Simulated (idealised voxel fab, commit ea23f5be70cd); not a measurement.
Process module under the name voxel fin reveal
Pictured: cross-section cut, 230 nm wide, on a grid of 5 nm square cells.
Think of the cross-section as a grid of square cells. We describe it in bands, top to bottom, and each band covers one or more rows of those cells. Band entry format. Leading values: height of top, height of bottom, nm. Remainder: materials in left-to-right order, each with its width in nm. Special words: "throughout" on a single material, which then fills the band edge to edge; "air", empty space. Height 0 is the level under which the wafer as received is all one material. The lowest band goes on downwards, as in "top 0, no bottom". Note: "30 to 40" means the width goes from the first number (top row of the band) to the second number (bottom row) in equal steps per row of cells. Given "nothing was modified" for a step, no cell of the cross-section differs between before and after that step. "Closed void inventory" specifies each empty space that is not open to the top and that occupies no fewer than 8 cells, using the form width x height at distance, the distance measured from the left edge and all three quantities in nm. If you see something after the settings on a step's line, that's the simulator's own remark about that step. You can add "overlay nm" to a step's line. For a step with a mask, it describes how far the mask lay to the right of its planned position, and a negative number describes a lay to the left.

These are the steps we planned for the process:
1,RECEIVE,material Si
2,CONFORMAL_DEP,material SiN,thk nm 5
3,DIRECTIONAL_DEP,material aC,thk nm 10
4,PATTERN,tone cover,mask id FINS,material resist,width nm 15,pitch nm 40,thk nm 25,overlay nm 0
5,DIRECTIONAL_ETCH,etch materials aC,depth nm 10
6,STRIP,etch materials resist
7,DIRECTIONAL_ETCH,etch materials SiN,depth nm 5
8,DIRECTIONAL_ETCH,etch materials Si,depth nm 30
9,STRIP,etch materials aC
10,OXIDIZE,depth nm 5
11,FILL_DEP,material SiO2,thk nm 10
12,CMP,height nm 5
13,SELECTIVE_ETCH,etch materials SiO2,depth nm 15
14,STRIP,etch materials SiN
15,CONFORMAL_DEP,material HfO2,thk nm 5

Incoming wafer in cross-section (state: after step 1):
> top 0, no bottom = Si throughout
> Closed void inventory: none

The first of the two wafers as seen in cross-section once the module was finished; processing followed the plan:
> top 5, bottom 0 = air: 85, HfO2: 15, air: 25, HfO2: 15, air: 90
> top 0, bottom -5 = air: 85, HfO2: 5, Si: 5, HfO2: 5, air: 25, HfO2: 5, Si: 5, HfO2: 5, air: 90
> top -5, bottom -10 = HfO2: 90, Si: 5, HfO2: 35, Si: 5, HfO2: 95
> top -10, bottom -35 = SiO2: 90, Si: 5, SiO2: 35, Si: 5, SiO2: 95
> top -35, no bottom = Si throughout
> Closed void inventory: none

What the second wafer looks like in cross-section once the module is done. Its start and its plan matched the first wafer's exactly; what differed was one mistake in how it was run:
> top 5, bottom 0 = HfO2: 85, air: 15, HfO2: 25, air: 15, HfO2: 90
> top 0, bottom -5 = Si: 80, HfO2: 5, air: 15, HfO2: 5, Si: 15, HfO2: 5, air: 15, HfO2: 5, Si: 85
> top -5, bottom -10 = Si: 80, HfO2: 25, Si: 15, HfO2: 25, Si: 85
> top -10, bottom -35 = Si: 80, SiO2: 25, Si: 15, SiO2: 25, Si: 85
> top -35, no bottom = Si throughout
> Closed void inventory: none
what went wrong: so step 4 ended up running with a different setting than we planned, it ran as PATTERN,tone open,mask id FINS,material resist,width nm 15,pitch nm 40,thk nm 25,overlay nm 0
Final tally in cells, some materials are higher or lower on the second wafer than on the first: 238 more of Si; 170 fewer of SiO2
